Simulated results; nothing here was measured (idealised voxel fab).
Herein follows the process module entitled voxel quadruple lines.
The width of the displayed cross-section, cut, is 165 nm; its cells are square, with a size of 5 nm.
Heads up, the way a cross-section reads in here is a grid of square cells, handed over as bands from the top down, with every band being one or more rows of cells. This entry defines a band. It first specifies the height of the band's top and the height of its bottom in nm, and then specifies the band's materials from left to right, stating each material with its width in nm. The word "all across" identifies a single material that fills the band from edge to edge, while the word "blank" identifies empty space. Note: height 0 marks the level under which the wafer is uniformly one material as received. Lowest band unbounded below, written "top 0, no bottom". Read "30 to 40" as a graded width: first number on top, second number at the bottom, same change between each pair of neighbouring rows. Reading "no change occurred" for a step: not a cell of the cross-section changed in it. If an empty space has no open way to the top and is at least 8 cells in size, "Completely sealed voids" lists it, written width x height at distance, where distance is measured from the left edge and every value is in nm. Past the settings on a step's line: simulator remark, on that step. For masked steps, "overlay nm" on the step line gives how far right of plan the mask actually lay; a minus sign means it lay to the left.
### Process steps foreseen in the plan
- 1: RECEIVE,material Si
- 2: CONFORMAL_DEP,material SiO2,thk nm 10
- 3: DIRECTIONAL_DEP,material TiN,thk nm 15
- 4: DIRECTIONAL_DEP,material polySi,thk nm 15
- 5: DIRECTIONAL_DEP,material aC,thk nm 20
- 6: PATTERN,tone cover,mask id MANDREL,material resist,width nm 25,thk nm 30,overlay nm 0
- 7: DIRECTIONAL_ETCH,etch materials aC,depth nm 20
- 8: STRIP,etch materials resist
- 9: CONFORMAL_DEP,material SiO2,thk nm 15
- 10: DIRECTIONAL_ETCH,etch materials SiO2,depth nm 15
- 11: STRIP,etch materials aC
- 12: DIRECTIONAL_ETCH,etch materials polySi,depth nm 15
- 13: STRIP,etch materials SiO2
- 14: CONFORMAL_DEP,material SiCN,thk nm 5
- 15: DIRECTIONAL_ETCH,etch materials SiCN,depth nm 5
- 16: STRIP,etch materials polySi
- 17: DIRECTIONAL_ETCH,etch materials TiN,depth nm 15
- 18: STRIP,etch materials SiCN
### The cross-section here shows the wafer as received, i.e. in its state after step 1
  top 0, no bottom  Si all across
  Completely sealed voids: none
### First wafer of two, sectioned at end of module; run went per plan
  top 25, bottom 10  blank (50), TiN (5), blank (15), TiN (5), blank (15), TiN (5), blank (15), TiN (5), blank (50)
  top 10, bottom 0  SiO2 all across
  top 0, no bottom  Si all across
  Completely sealed voids: none
### second wafer at the end: like start, like plan, one mistake
  top 25, bottom 10  blank (55), TiN (5), blank (15), TiN (5), blank (15), TiN (5), blank (15), TiN (5), blank (45)
  top 10, bottom 0  SiO2 all across
  top 0, no bottom  Si all across
  Completely sealed voids: none
In executing the process, a mistake was made relative to the plan: step 6, actual vs plan mismatch, actual run PATTERN,tone cover,mask id MANDREL,material resist,width nm 25,thk nm 30,overlay nm 5
If you tally the cells, the second wafer ends up with the same amount of every material as the first; it's all just sitting in different places.
